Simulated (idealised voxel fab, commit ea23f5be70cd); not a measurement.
process module | voxel local oxidation
cross-section cut | 285 nm wide | cells 5 nm
A cross-section is a grid of square cells, given in bands from the top down. A band is one or more rows of cells.
Each band's line starts with the height of the band's top and of its bottom, in nm. Then come its materials from left to right, each with its width in nm. One material with "throughout" fills the band from edge to edge. "air" is empty space.
Height 0 is the level under which the wafer as received is all one material. The lowest band goes on downwards, as in "0 down".
A width such as "30 to 40" changes by the same amount from each row of cells to the next, from the band's top row to its bottom row.
"no change" after a step means that no cell of the cross-section changed.
closed voids: empty space of 8 cells or more with no open way to the top, each as width x height at its distance from the left edge, in nm
after a step's settings: what the simulator itself notes on the step
overlay nm, on a step with a mask: how far to the right of its planned place the mask lay; to the left if negative
plan
1 op RECEIVE | material Si
2 op OXIDIZE | depth nm 5
3 op CONFORMAL_DEP | material SiN | thk nm 10
4 op DIRECTIONAL_DEP | material aC | thk nm 10
5 op PATTERN | tone cover | mask id ACTIVE | material resist | width nm 100 | thk nm 25 | overlay nm 0
6 op DIRECTIONAL_ETCH | etch materials aC | depth nm 10
7 op STRIP | etch materials resist
8 op DIRECTIONAL_ETCH | etch materials SiN | depth nm 10
9 op STRIP | etch materials aC
10 op SELECTIVE_ETCH | etch materials SiO2 | depth nm 5
11 op OXIDIZE | depth nm 10
12 op STRIP | etch materials SiN
as received, after step 1
  0 down: Si throughout
  closed voids: none
first wafer at the end, as planned
  0 to -5: air 95 | SiO2 90 | air 100
  -5 to -15: SiO2 105 | Si 70 | SiO2 110
  -15 down: Si throughout
  closed voids: none
second wafer at the end: like start, like plan, one mistake
  0 to -5: air 95 | SiO2 90 | air 100
  -5 to -20: SiO2 110 | Si 60 | SiO2 115
  -20 down: Si throughout
  closed voids: none
what went wrong: step 11 ran as: op OXIDIZE | depth nm 15
at the end the second wafer has, in cells: 49 fewer of Si | 49 more of SiO2
